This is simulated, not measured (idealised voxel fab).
Title: Process Module voxel transistor to metal
FYI the section here is cut, 185 nm wide, cells are 5 nm squares.
This document writes a cross-section as a grid whose cells are square, and gives it as bands, listed from the top down; one or more rows of cells form a band. First you get the band's top height and its bottom height, in nm, and then the materials it's made of, left to right, with each width in nm. If you see a single material with "full width", that one covers the band edge to edge. "air" is empty space. Heights are expressed relative to 0, this being the level below which the as-received wafer comprises one material exclusively. The lowest band is unbounded in the downward direction and is denoted as in "top 0, no bottom". You'd read "30 to 40" like this: the band's top row of cells is as wide as the first number, its bottom row is as wide as the second, and going down, every row changes width by the same amount as the row before did. Where a step carries "left unchanged", the cross-section came out of it unchanged, cell for cell. Enclosed voids (no open way to top), threshold 8 cells or more, entry "closed voids", notation width x height at distance, distance from left edge, nm. That trailing text on a step's line, after the settings, is the simulator's own remark on the step. Each step line may optionally specify "overlay nm", which for a step with a mask gives the rightward distance between the mask's planned place and where it lay, a negative value indicating the leftward direction.
The following list gives the planned process steps
step 1: op RECEIVE | material Si
step 2: op CONFORMAL_DEP | material SiO2 | thk nm 5
step 3: op CONFORMAL_DEP | material SiN | thk nm 10
step 4: op MASKED_ETCH | tone cover | mask id ACTIVE | width nm 100 | etch materials SiN | depth nm 10 | overlay nm 0
step 5: op MASKED_ETCH | tone cover | mask id ACTIVE | width nm 100 | etch materials SiO2 | depth nm 5 | overlay nm 0
step 6: op MASKED_ETCH | tone cover | mask id ACTIVE | width nm 100 | etch materials Si | depth nm 30 | overlay nm 0
step 7: op FILL_DEP | material SiO2 | thk nm 15
step 8: op CMP | height nm 15
step 9: op SELECTIVE_ETCH | etch materials SiO2 | depth nm 5
step 10: op STRIP | etch materials SiN
step 11: op SELECTIVE_ETCH | etch materials SiO2 | depth nm 5
step 12: op OXIDIZE | depth nm 5
step 13: op DIRECTIONAL_DEP | material polySi | thk nm 30
step 14: op DIRECTIONAL_DEP | material SiCN | thk nm 15
step 15: op MASKED_ETCH | tone cover | mask id GATE | width nm 20 | etch materials SiCN | depth nm 25 | overlay nm 0
step 16: op MASKED_ETCH | tone cover | mask id GATE | width nm 20 | etch materials polySi | depth nm 40 | overlay nm 0
step 17: op CONFORMAL_DEP | material SiN | thk nm 10
step 18: op DIRECTIONAL_ETCH | etch materials SiN | depth nm 10
step 19: op DIRECTIONAL_ETCH | etch materials SiO2 | depth nm 5
step 20: op DIRECTIONAL_ETCH | etch materials Si | depth nm 5
step 21: op EPI | material SiGe | thk nm 5
step 22: op FILL_DEP | material SiO2 | thk nm 10
step 23: op CMP | height nm 45
step 24: op DIRECTIONAL_DEP | material SiO2 | thk nm 10
step 25: op MASKED_ETCH | tone open | mask id CONTACT | width nm 20 | pitch nm 70 | etch materials SiO2 | depth nm 60 | overlay nm 0
step 26: op CONFORMAL_DEP | material TiN | thk nm 5
step 27: op FILL_DEP | material Ru | thk nm 10
step 28: op CMP | height nm 55
step 29: op CONFORMAL_DEP | material SiN | thk nm 5
step 30: op DIRECTIONAL_DEP | material SiO2 | thk nm 15
step 31: op PATTERN | tone open | mask id METAL_1 | material resist | width nm 20 | pitch nm 70 | thk nm 15 | overlay nm 0
step 32: op DIRECTIONAL_ETCH | etch materials SiO2 | depth nm 15
step 33: op DIRECTIONAL_ETCH | etch materials SiN | depth nm 5
step 34: op STRIP | etch materials resist
step 35: op CONFORMAL_DEP | material TiN | thk nm 5
step 36: op FILL_DEP | material Cu | thk nm 10
step 37: op CMP | height nm 75
step 38: op CONFORMAL_DEP | material SiCN | thk nm 5
step 39: op DIRECTIONAL_DEP | material lowk | thk nm 30
step 40: op MASKED_ETCH | tone open | mask id METAL_2_HOLES | width nm 15 | pitch nm 70 | etch materials lowk | depth nm 30 | overlay nm 0
step 41: op MASKED_ETCH | tone open | mask id METAL_2 | width nm 20 | pitch nm 70 | etch materials lowk | depth nm 15 | overlay nm 0
step 42: op MASKED_ETCH | tone open | mask id METAL_2 | width nm 20 | pitch nm 70 | etch materials SiCN | depth nm 5 | overlay nm 0
step 43: op CONFORMAL_DEP | material TiN | thk nm 5
step 44: op FILL_DEP | material Cu | thk nm 5
step 45: op CMP | height nm 110
step 46: op CONFORMAL_DEP | material SiN | thk nm 5
First of two wafers, with the run carried out as planned
Cross-section of the wafer at receipt, which is the condition after step 1
* top 0, no bottom  Si full width
* closed voids: none
Wafer section view after processing step 2
* top 5, bottom 0  SiO2 full width
* Whatever lies below 0 is exactly as it was before.
Wafer section view after processing step 3
* top 15, bottom 5  SiN full width
* Whatever lies below 5 is exactly as it was before.
Wafer section view after processing step 4
* top 15, bottom 5  air=40  SiN=100  air=45
* Whatever lies below 5 is exactly as it was before.
Wafer section view after processing step 5
* top 15, bottom 5  air=40  SiN=100  air=45
* top 5, bottom 0  air=40  SiO2=100  air=45
* Whatever lies below 0 is exactly as it was before.
Wafer section view after processing step 6
* top 15, bottom 5  air=40  SiN=100  air=45
* top 5, bottom 0  air=40  SiO2=100  air=45
* top 0, bottom -30  air=40  Si=100  air=45
* Whatever lies below -30 is exactly as it was before.
Wafer section view after processing step 7
* top 30, bottom 15  SiO2 full width
* top 15, bottom 5  SiO2=40  SiN=100  SiO2=45
* top 5, bottom 0  SiO2 full width
* top 0, bottom -30  SiO2=40  Si=100  SiO2=45
* Whatever lies below -30 is exactly as it was before.
Wafer section view after processing step 8
* top 15, bottom 5  SiO2=40  SiN=100  SiO2=45
* Whatever lies below 5 is exactly as it was before.
Wafer section view after processing step 9
* top 15, bottom 10  air=40  SiN=100  air=45
* Whatever lies below 10 is exactly as it was before.
Wafer section view after processing step 10
* top 10, bottom 5  SiO2=40  air=100  SiO2=45
* Whatever lies below 5 is exactly as it was before.
Wafer section view after processing step 11
* top 5, bottom 0  SiO2=35  air=110  SiO2=40
* Whatever lies below 0 is exactly as it was before.
Wafer section view after processing step 12
* top 5, bottom 0  SiO2=35  air=110  SiO2=40
* top 0, bottom -5  SiO2 full width
* Whatever lies below -5 is exactly as it was before.
Wafer section view after processing step 13
* top 35, bottom 30  polySi=35  air=110  polySi=40
* top 30, bottom 5  polySi full width
* top 5, bottom 0  SiO2=35  polySi=110  SiO2=40
* Whatever lies below 0 is exactly as it was before.
Wafer section view after processing step 14
* top 50, bottom 45  SiCN=35  air=110  SiCN=40
* top 45, bottom 35  SiCN full width
* top 35, bottom 30  polySi=35  SiCN=110  polySi=40
* Whatever lies below 30 is exactly as it was before.
Wafer section view after processing step 15
* top 45, bottom 35  air=80  SiCN=20  air=85
* top 35, bottom 30  polySi=35  air=45  SiCN=20  air=45  polySi=40
* Whatever lies below 30 is exactly as it was before.
Wafer section view after processing step 16
* top 45, bottom 30  air=80  SiCN=20  air=85
* top 30, bottom 5  air=80  polySi=20  air=85
* top 5, bottom 0  SiO2=35  air=45  polySi=20  air=45  SiO2=40
* Whatever lies below 0 is exactly as it was before.
Wafer section view after processing step 17
* top 55, bottom 45  air=70  SiN=40  air=75
* top 45, bottom 30  air=70  SiN=10  SiCN=20  SiN=10  air=75
* top 30, bottom 15  air=70  SiN=10  polySi=20  SiN=10  air=75
* top 15, bottom 10  SiN=45  air=25  SiN=10  polySi=20  SiN=10  air=25  SiN=50
* top 10, bottom 5  SiN=80  polySi=20  SiN=85
* top 5, bottom 0  SiO2=35  SiN=45  polySi=20  SiN=45  SiO2=40
* Whatever lies below 0 is exactly as it was before.
Wafer section view after processing step 18
* top 45, bottom 30  air=70  SiN=10  SiCN=20  SiN=10  air=75
* top 30, bottom 5  air=70  SiN=10  polySi=20  SiN=10  air=75
* top 5, bottom 0  SiO2=35  SiN=10  air=25  SiN=10  polySi=20  SiN=10  air=25  SiN=10  SiO2=40
* Whatever lies below 0 is exactly as it was before.
Wafer section view after processing step 19
* top 45, bottom 30  air=70  SiN=10  SiCN=20  SiN=10  air=75
* top 30, bottom 5  air=70  SiN=10  polySi=20  SiN=10  air=75
* top 5, bottom 0  air=35  SiN=10  air=25  SiN=10  polySi=20  SiN=10  air=25  SiN=10  air=40
* top 0, bottom -5  SiO2=45  air=25  SiO2=40  air=25  SiO2=50
* Whatever lies below -5 is exactly as it was before.
Wafer section view after processing step 20
* top 45, bottom 30  air=70  SiN=10  SiCN=20  SiN=10  air=75
* top 30, bottom 5  air=70  SiN=10  polySi=20  SiN=10  air=75
* top 5, bottom 0  air=35  SiN=10  air=25  SiN=10  polySi=20  SiN=10  air=25  SiN=10  air=40
* top 0, bottom -5  SiO2=45  air=25  SiO2=40  air=25  SiO2=50
* top -5, bottom -10  SiO2=40  Si=5  air=25  Si=40  air=25  Si=5  SiO2=45
* Whatever lies below -10 is exactly as it was before.
Wafer section view after processing step 21
* top 45, bottom 30  air=70  SiN=10  SiCN=20  SiN=10  air=75
* top 30, bottom 5  air=70  SiN=10  polySi=20  SiN=10  air=75
* top 5, bottom 0  air=35  SiN=10  air=25  SiN=10  polySi=20  SiN=10  air=25  SiN=10  air=40
* top 0, bottom -5  SiO2=45  SiGe=5  air=15  SiGe=5  SiO2=40  SiGe=5  air=15  SiGe=5  SiO2=50
* top -5, bottom -10  SiO2=40  Si=5  SiGe=25  Si=40  SiGe=25  Si=5  SiO2=45
* Whatever lies below -10 is exactly as it was before.
Wafer section view after processing step 22
* top 55, bottom 45  SiO2 full width
* top 45, bottom 30  SiO2=70  SiN=10  SiCN=20  SiN=10  SiO2=75
* top 30, bottom 5  SiO2=70  SiN=10  polySi=20  SiN=10  SiO2=75
* top 5, bottom 0  SiO2=35  SiN=10  SiO2=25  SiN=10  polySi=20  SiN=10  SiO2=25  SiN=10  SiO2=40
* top 0, bottom -5  SiO2=45  SiGe=5  SiO2=15  SiGe=5  SiO2=40  SiGe=5  SiO2=15  SiGe=5  SiO2=50
* Whatever lies below -5 is exactly as it was before.
Wafer section view after processing step 23
* top 45, bottom 30  SiO2=70  SiN=10  SiCN=20  SiN=10  SiO2=75
* Whatever lies below 30 is exactly as it was before.
Wafer section view after processing step 24
* top 55, bottom 45  SiO2 full width
* Whatever lies below 45 is exactly as it was before.
Wafer section view after processing step 25
* top 55, bottom 45  SiO2=45  air=20  SiO2=50  air=20  SiO2=50
* top 45, bottom 30  SiO2=45  air=20  SiO2=5  SiN=10  SiCN=20  SiN=10  SiO2=5  air=20  SiO2=50
* top 30, bottom 5  SiO2=45  air=20  SiO2=5  SiN=10  polySi=20  SiN=10  SiO2=5  air=20  SiO2=50
* top 5, bottom 0  SiO2=35  SiN=10  air=20  SiO2=5  SiN=10  polySi=20  SiN=10  SiO2=5  air=20  SiN=10  SiO2=40
* top 0, bottom -5  SiO2=45  SiGe=5  air=15  SiGe=5  SiO2=40  SiGe=5  air=15  SiGe=5  SiO2=50
* Whatever lies below -5 is exactly as it was before.
Wafer section view after processing step 26
* top 60, bottom 55  TiN=50  air=10  TiN=60  air=10  TiN=55
* top 55, bottom 45  SiO2=45  TiN=5  air=10  TiN=5  SiO2=50  TiN=5  air=10  TiN=5  SiO2=50
* top 45, bottom 30  SiO2=45  TiN=5  air=10  TiN=5  SiO2=5  SiN=10  SiCN=20  SiN=10  SiO2=5  TiN=5  air=10  TiN=5  SiO2=50
* top 30, bottom 5  SiO2=45  TiN=5  air=10  TiN=5  SiO2=5  SiN=10  polySi=20  SiN=10  SiO2=5  TiN=5  air=10  TiN=5  SiO2=50
* top 5, bottom 0  SiO2=35  SiN=10  TiN=10  air=5  TiN=5  SiO2=5  SiN=10  polySi=20  SiN=10  SiO2=5  TiN=5  air=5  TiN=10  SiN=10  SiO2=40
* top 0, bottom -5  SiO2=45  SiGe=5  TiN=15  SiGe=5  SiO2=40  SiGe=5  TiN=15  SiGe=5  SiO2=50
* Whatever lies below -5 is exactly as it was before.
Wafer section view after processing step 27
* top 70, bottom 60  Ru full width
* top 60, bottom 55  TiN=50  Ru=10  TiN=60  Ru=10  TiN=55
* top 55, bottom 45  SiO2=45  TiN=5  Ru=10  TiN=5  SiO2=50  TiN=5  Ru=10  TiN=5  SiO2=50
* top 45, bottom 30  SiO2=45  TiN=5  Ru=10  TiN=5  SiO2=5  SiN=10  SiCN=20  SiN=10  SiO2=5  TiN=5  Ru=10  TiN=5  SiO2=50
* top 30, bottom 5  SiO2=45  TiN=5  Ru=10  TiN=5  SiO2=5  SiN=10  polySi=20  SiN=10  SiO2=5  TiN=5  Ru=10  TiN=5  SiO2=50
* top 5, bottom 0  SiO2=35  SiN=10  TiN=10  Ru=5  TiN=5  SiO2=5  SiN=10  polySi=20  SiN=10  SiO2=5  TiN=5  Ru=5  TiN=10  SiN=10  SiO2=40
* Whatever lies below 0 is exactly as it was before.
Wafer section view after processing step 28
* top 55, bottom 45  SiO2=45  TiN=5  Ru=10  TiN=5  SiO2=50  TiN=5  Ru=10  TiN=5  SiO2=50
* Whatever lies below 45 is exactly as it was before.
Wafer section view after processing step 29
* top 60, bottom 55  SiN full width
* Whatever lies below 55 is exactly as it was before.
Wafer section view after processing step 30
* top 75, bottom 60  SiO2 full width
* Whatever lies below 60 is exactly as it was before.
Wafer section view after processing step 31
* top 90, bottom 75  resist=45  air=20  resist=50  air=20  resist=50
* Whatever lies below 75 is exactly as it was before.
Wafer section view after processing step 32
* top 90, bottom 75  resist=45  air=20  resist=50  air=20  resist=50
* top 75, bottom 60  SiO2=45  air=20  SiO2=50  air=20  SiO2=50
* Whatever lies below 60 is exactly as it was before.
Wafer section view after processing step 33
* top 90, bottom 75  resist=45  air=20  resist=50  air=20  resist=50
* top 75, bottom 60  SiO2=45  air=20  SiO2=50  air=20  SiO2=50
* top 60, bottom 55  SiN=45  air=20  SiN=50  air=20  SiN=50
* Whatever lies below 55 is exactly as it was before.
Wafer section view after processing step 34
* top 75, bottom 60  SiO2=45  air=20  SiO2=50  air=20  SiO2=50
* Whatever lies below 60 is exactly as it was before.
Wafer section view after processing step 35
* top 80, bottom 75  TiN=50  air=10  TiN=60  air=10  TiN=55
* top 75, bottom 60  SiO2=45  TiN=5  air=10  TiN=5  SiO2=50  TiN=5  air=10  TiN=5  SiO2=50
* top 60, bottom 55  SiN=45  TiN=20  SiN=50  TiN=20  SiN=50
* Whatever lies below 55 is exactly as it was before.
Wafer section view after processing step 36
* top 90, bottom 80  Cu full width
* top 80, bottom 75  TiN=50  Cu=10  TiN=60  Cu=10  TiN=55
* top 75, bottom 60  SiO2=45  TiN=5  Cu=10  TiN=5  SiO2=50  TiN=5  Cu=10  TiN=5  SiO2=50
* Whatever lies below 60 is exactly as it was before.
Wafer section view after processing step 37
* top 75, bottom 60  SiO2=45  TiN=5  Cu=10  TiN=5  SiO2=50  TiN=5  Cu=10  TiN=5  SiO2=50
* Whatever lies below 60 is exactly as it was before.
Wafer section view after processing step 38
* top 80, bottom 75  SiCN full width
* Whatever lies below 75 is exactly as it was before.
Wafer section view after processing step 39
* top 110, bottom 80  lowk full width
* Whatever lies below 80 is exactly as it was before.
Wafer section view after processing step 40
* top 110, bottom 80  lowk=45  air=15  lowk=55  air=15  lowk=55
* Whatever lies below 80 is exactly as it was before.
Wafer section view after processing step 41
* top 110, bottom 95  lowk=45  air=20  lowk=50  air=20  lowk=50
* Whatever lies below 95 is exactly as it was before.
Wafer section view after processing step 42
* top 110, bottom 95  lowk=45  air=20  lowk=50  air=20  lowk=50
* top 95, bottom 80  lowk=45  air=15  lowk=55  air=15  lowk=55
* top 80, bottom 75  SiCN=45  air=15  SiCN=55  air=15  SiCN=55
* Whatever lies below 75 is exactly as it was before.
Wafer section view after processing step 43
* top 115, bottom 110  TiN=50  air=10  TiN=60  air=10  TiN=55
* top 110, bottom 100  lowk=45  TiN=5  air=10  TiN=5  lowk=50  TiN=5  air=10  TiN=5  lowk=50
* top 100, bottom 95  lowk=45  TiN=5  air=5  TiN=10  lowk=50  TiN=5  air=5  TiN=10  lowk=50
* top 95, bottom 80  lowk=45  TiN=5  air=5  TiN=5  lowk=55  TiN=5  air=5  TiN=5  lowk=55
* top 80, bottom 75  SiCN=45  TiN=15  SiCN=55  TiN=15  SiCN=55
* Whatever lies below 75 is exactly as it was before.
Wafer section view after processing step 44
* top 120, bottom 115  Cu full width
* top 115, bottom 110  TiN=50  Cu=10  TiN=60  Cu=10  TiN=55
* top 110, bottom 100  lowk=45  TiN=5  Cu=10  TiN=5  lowk=50  TiN=5  Cu=10  TiN=5  lowk=50
* top 100, bottom 95  lowk=45  TiN=5  Cu=5  TiN=10  lowk=50  TiN=5  Cu=5  TiN=10  lowk=50
* top 95, bottom 80  lowk=45  TiN=5  Cu=5  TiN=5  lowk=55  TiN=5  Cu=5  TiN=5  lowk=55
* Whatever lies below 80 is exactly as it was before.
Wafer section view after processing step 45
* top 110, bottom 100  lowk=45  TiN=5  Cu=10  TiN=5  lowk=50  TiN=5  Cu=10  TiN=5  lowk=50
* Whatever lies below 100 is exactly as it was before.
Wafer section view after processing step 46
* top 115, bottom 110  SiN full width
* Whatever lies below 110 is exactly as it was before.
Regarding the second of the two wafers: it shared the first wafer's starting condition and process plan, yet one error occurred during its execution. Its history coincides with that of the first wafer up to and including step 13
Second wafer, cross-section, planned end of step 14
* top 45, bottom 40  SiCN=35  air=110  SiCN=40
* top 40, bottom 35  SiCN full width
* top 35, bottom 30  polySi=35  SiCN=110  polySi=40
* Whatever lies below 30 is exactly as it was before.
Second wafer, cross-section, planned end of step 15
* top 40, bottom 35  air=80  SiCN=20  air=85
* top 35, bottom 30  polySi=35  air=45  SiCN=20  air=45  polySi=40
* Whatever lies below 30 is exactly as it was before.
Second wafer, cross-section, planned end of step 16
* top 40, bottom 30  air=80  SiCN=20  air=85
* top 30, bottom 5  air=80  polySi=20  air=85
* top 5, bottom 0  SiO2=35  air=45  polySi=20  air=45  SiO2=40
* Whatever lies below 0 is exactly as it was before.
Second wafer, cross-section, planned end of step 17
* top 50, bottom 40  air=70  SiN=40  air=75
* top 40, bottom 30  air=70  SiN=10  SiCN=20  SiN=10  air=75
* top 30, bottom 15  air=70  SiN=10  polySi=20  SiN=10  air=75
* top 15, bottom 10  SiN=45  air=25  SiN=10  polySi=20  SiN=10  air=25  SiN=50
* top 10, bottom 5  SiN=80  polySi=20  SiN=85
* top 5, bottom 0  SiO2=35  SiN=45  polySi=20  SiN=45  SiO2=40
* Whatever lies below 0 is exactly as it was before.
Second wafer, cross-section, planned end of step 18
* top 40, bottom 30  air=70  SiN=10  SiCN=20  SiN=10  air=75
* top 30, bottom 5  air=70  SiN=10  polySi=20  SiN=10  air=75
* top 5, bottom 0  SiO2=35  SiN=10  air=25  SiN=10  polySi=20  SiN=10  air=25  SiN=10  SiO2=40
* Whatever lies below 0 is exactly as it was before.
Second wafer, cross-section, planned end of step 19
* top 40, bottom 30  air=70  SiN=10  SiCN=20  SiN=10  air=75
* top 30, bottom 5  air=70  SiN=10  polySi=20  SiN=10  air=75
* top 5, bottom 0  air=35  SiN=10  air=25  SiN=10  polySi=20  SiN=10  air=25  SiN=10  air=40
* top 0, bottom -5  SiO2=45  air=25  SiO2=40  air=25  SiO2=50
* Whatever lies below -5 is exactly as it was before.
Second wafer, cross-section, planned end of step 20
* top 40, bottom 30  air=70  SiN=10  SiCN=20  SiN=10  air=75
* top 30, bottom 5  air=70  SiN=10  polySi=20  SiN=10  air=75
* top 5, bottom 0  air=35  SiN=10  air=25  SiN=10  polySi=20  SiN=10  air=25  SiN=10  air=40
* top 0, bottom -5  SiO2=45  air=25  SiO2=40  air=25  SiO2=50
* top -5, bottom -10  SiO2=40  Si=5  air=25  Si=40  air=25  Si=5  SiO2=45
* Whatever lies below -10 is exactly as it was before.
Second wafer, cross-section, planned end of step 21
* top 40, bottom 30  air=70  SiN=10  SiCN=20  SiN=10  air=75
* top 30, bottom 5  air=70  SiN=10  polySi=20  SiN=10  air=75
* top 5, bottom 0  air=35  SiN=10  air=25  SiN=10  polySi=20  SiN=10  air=25  SiN=10  air=40
* top 0, bottom -5  SiO2=45  SiGe=5  air=15  SiGe=5  SiO2=40  SiGe=5  air=15  SiGe=5  SiO2=50
* top -5, bottom -10  SiO2=40  Si=5  SiGe=25  Si=40  SiGe=25  Si=5  SiO2=45
* Whatever lies below -10 is exactly as it was before.
Second wafer, cross-section, planned end of step 22
* top 50, bottom 40  SiO2 full width
* top 40, bottom 30  SiO2=70  SiN=10  SiCN=20  SiN=10  SiO2=75
* top 30, bottom 5  SiO2=70  SiN=10  polySi=20  SiN=10  SiO2=75
* top 5, bottom 0  SiO2=35  SiN=10  SiO2=25  SiN=10  polySi=20  SiN=10  SiO2=25  SiN=10  SiO2=40
* top 0, bottom -5  SiO2=45  SiGe=5  SiO2=15  SiGe=5  SiO2=40  SiGe=5  SiO2=15  SiGe=5  SiO2=50
* Whatever lies below -5 is exactly as it was before.
Second wafer, cross-section, planned end of step 23
* top 45, bottom 40  SiO2 full width
* Whatever lies below 40 is exactly as it was before.
Second wafer, cross-section, planned end of step 24
* top 55, bottom 40  SiO2 full width
* Whatever lies below 40 is exactly as it was before.
Second wafer, cross-section, planned end of step 25
* top 55, bottom 40  SiO2=45  air=20  SiO2=50  air=20  SiO2=50
* top 40, bottom 30  SiO2=45  air=20  SiO2=5  SiN=10  SiCN=20  SiN=10  SiO2=5  air=20  SiO2=50
* top 30, bottom 5  SiO2=45  air=20  SiO2=5  SiN=10  polySi=20  SiN=10  SiO2=5  air=20  SiO2=50
* top 5, bottom 0  SiO2=35  SiN=10  air=20  SiO2=5  SiN=10  polySi=20  SiN=10  SiO2=5  air=20  SiN=10  SiO2=40
* top 0, bottom -5  SiO2=45  SiGe=5  air=15  SiGe=5  SiO2=40  SiGe=5  air=15  SiGe=5  SiO2=50
* Whatever lies below -5 is exactly as it was before.
Second wafer, cross-section, planned end of step 26
* top 60, bottom 55  TiN=50  air=10  TiN=60  air=10  TiN=55
* top 55, bottom 40  SiO2=45  TiN=5  air=10  TiN=5  SiO2=50  TiN=5  air=10  TiN=5  SiO2=50
* top 40, bottom 30  SiO2=45  TiN=5  air=10  TiN=5  SiO2=5  SiN=10  SiCN=20  SiN=10  SiO2=5  TiN=5  air=10  TiN=5  SiO2=50
* top 30, bottom 5  SiO2=45  TiN=5  air=10  TiN=5  SiO2=5  SiN=10  polySi=20  SiN=10  SiO2=5  TiN=5  air=10  TiN=5  SiO2=50
* top 5, bottom 0  SiO2=35  SiN=10  TiN=10  air=5  TiN=5  SiO2=5  SiN=10  polySi=20  SiN=10  SiO2=5  TiN=5  air=5  TiN=10  SiN=10  SiO2=40
* top 0, bottom -5  SiO2=45  SiGe=5  TiN=15  SiGe=5  SiO2=40  SiGe=5  TiN=15  SiGe=5  SiO2=50
* Whatever lies below -5 is exactly as it was before.
Second wafer, cross-section, planned end of step 27
* top 70, bottom 60  Ru full width
* top 60, bottom 55  TiN=50  Ru=10  TiN=60  Ru=10  TiN=55
* top 55, bottom 40  SiO2=45  TiN=5  Ru=10  TiN=5  SiO2=50  TiN=5  Ru=10  TiN=5  SiO2=50
* top 40, bottom 30  SiO2=45  TiN=5  Ru=10  TiN=5  SiO2=5  SiN=10  SiCN=20  SiN=10  SiO2=5  TiN=5  Ru=10  TiN=5  SiO2=50
* top 30, bottom 5  SiO2=45  TiN=5  Ru=10  TiN=5  SiO2=5  SiN=10  polySi=20  SiN=10  SiO2=5  TiN=5  Ru=10  TiN=5  SiO2=50
* top 5, bottom 0  SiO2=35  SiN=10  TiN=10  Ru=5  TiN=5  SiO2=5  SiN=10  polySi=20  SiN=10  SiO2=5  TiN=5  Ru=5  TiN=10  SiN=10  SiO2=40
* Whatever lies below 0 is exactly as it was before.
Second wafer, cross-section, planned end of step 28
* top 55, bottom 40  SiO2=45  TiN=5  Ru=10  TiN=5  SiO2=50  TiN=5  Ru=10  TiN=5  SiO2=50
* Whatever lies below 40 is exactly as it was before.
Second wafer, cross-section, planned end of step 29
* top 60, bottom 55  SiN full width
* Whatever lies below 55 is exactly as it was before.
Second wafer, cross-section, planned end of step 30
* top 75, bottom 60  SiO2 full width
* Whatever lies below 60 is exactly as it was before.
Second wafer, cross-section, planned end of step 31
* top 90, bottom 75  resist=45  air=20  resist=50  air=20  resist=50
* Whatever lies below 75 is exactly as it was before.
Second wafer, cross-section, planned end of step 32
* top 90, bottom 75  resist=45  air=20  resist=50  air=20  resist=50
* top 75, bottom 60  SiO2=45  air=20  SiO2=50  air=20  SiO2=50
* Whatever lies below 60 is exactly as it was before.
Second wafer, cross-section, planned end of step 33
* top 90, bottom 75  resist=45  air=20  resist=50  air=20  resist=50
* top 75, bottom 60  SiO2=45  air=20  SiO2=50  air=20  SiO2=50
* top 60, bottom 55  SiN=45  air=20  SiN=50  air=20  SiN=50
* Whatever lies below 55 is exactly as it was before.
Second wafer, cross-section, planned end of step 34
* top 75, bottom 60  SiO2=45  air=20  SiO2=50  air=20  SiO2=50
* Whatever lies below 60 is exactly as it was before.
Second wafer, cross-section, planned end of step 35
* top 80, bottom 75  TiN=50  air=10  TiN=60  air=10  TiN=55
* top 75, bottom 60  SiO2=45  TiN=5  air=10  TiN=5  SiO2=50  TiN=5  air=10  TiN=5  SiO2=50
* top 60, bottom 55  SiN=45  TiN=20  SiN=50  TiN=20  SiN=50
* Whatever lies below 55 is exactly as it was before.
Second wafer, cross-section, planned end of step 36
* top 90, bottom 80  Cu full width
* top 80, bottom 75  TiN=50  Cu=10  TiN=60  Cu=10  TiN=55
* top 75, bottom 60  SiO2=45  TiN=5  Cu=10  TiN=5  SiO2=50  TiN=5  Cu=10  TiN=5  SiO2=50
* Whatever lies below 60 is exactly as it was before.
Second wafer, cross-section, planned end of step 37
* top 75, bottom 60  SiO2=45  TiN=5  Cu=10  TiN=5  SiO2=50  TiN=5  Cu=10  TiN=5  SiO2=50
* Whatever lies below 60 is exactly as it was before.
Second wafer, cross-section, planned end of step 38
* top 80, bottom 75  SiCN full width
* Whatever lies below 75 is exactly as it was before.
Second wafer, cross-section, planned end of step 39
* top 110, bottom 80  lowk full width
* Whatever lies below 80 is exactly as it was before.
Second wafer, cross-section, planned end of step 40
* top 110, bottom 80  lowk=45  air=15  lowk=55  air=15  lowk=55
* Whatever lies below 80 is exactly as it was before.
Second wafer, cross-section, planned end of step 41
* top 110, bottom 95  lowk=45  air=20  lowk=50  air=20  lowk=50
* Whatever lies below 95 is exactly as it was before.
Second wafer, cross-section, planned end of step 42
* top 110, bottom 95  lowk=45  air=20  lowk=50  air=20  lowk=50
* top 95, bottom 80  lowk=45  air=15  lowk=55  air=15  lowk=55
* top 80, bottom 75  SiCN=45  air=15  SiCN=55  air=15  SiCN=55
* Whatever lies below 75 is exactly as it was before.
Second wafer, cross-section, planned end of step 43
* top 115, bottom 110  TiN=50  air=10  TiN=60  air=10  TiN=55
* top 110, bottom 100  lowk=45  TiN=5  air=10  TiN=5  lowk=50  TiN=5  air=10  TiN=5  lowk=50
* top 100, bottom 95  lowk=45  TiN=5  air=5  TiN=10  lowk=50  TiN=5  air=5  TiN=10  lowk=50
* top 95, bottom 80  lowk=45  TiN=5  air=5  TiN=5  lowk=55  TiN=5  air=5  TiN=5  lowk=55
* top 80, bottom 75  SiCN=45  TiN=15  SiCN=55  TiN=15  SiCN=55
* Whatever lies below 75 is exactly as it was before.
Second wafer, cross-section, planned end of step 44
* top 120, bottom 115  Cu full width
* top 115, bottom 110  TiN=50  Cu=10  TiN=60  Cu=10  TiN=55
* top 110, bottom 100  lowk=45  TiN=5  Cu=10  TiN=5  lowk=50  TiN=5  Cu=10  TiN=5  lowk=50
* top 100, bottom 95  lowk=45  TiN=5  Cu=5  TiN=10  lowk=50  TiN=5  Cu=5  TiN=10  lowk=50
* top 95, bottom 80  lowk=45  TiN=5  Cu=5  TiN=5  lowk=55  TiN=5  Cu=5  TiN=5  lowk=55
* Whatever lies below 80 is exactly as it was before.
Second wafer, cross-section, planned end of step 45
* top 110, bottom 100  lowk=45  TiN=5  Cu=10  TiN=5  lowk=50  TiN=5  Cu=10  TiN=5  lowk=50
* Whatever lies below 100 is exactly as it was before.
Second wafer, cross-section, planned end of step 46
* top 115, bottom 110  SiN full width
* Whatever lies below 110 is exactly as it was before.
So what did we get wrong on this run? step 14 ran differently from the plan; actual operation with settings: op DIRECTIONAL_DEP | material SiCN | thk nm 10
The closing comparison, in cells, has the second wafer with more or fewer of some materials than the first: SiCN: 4 fewer | SiN: 4 fewer | SiO2: 8 more
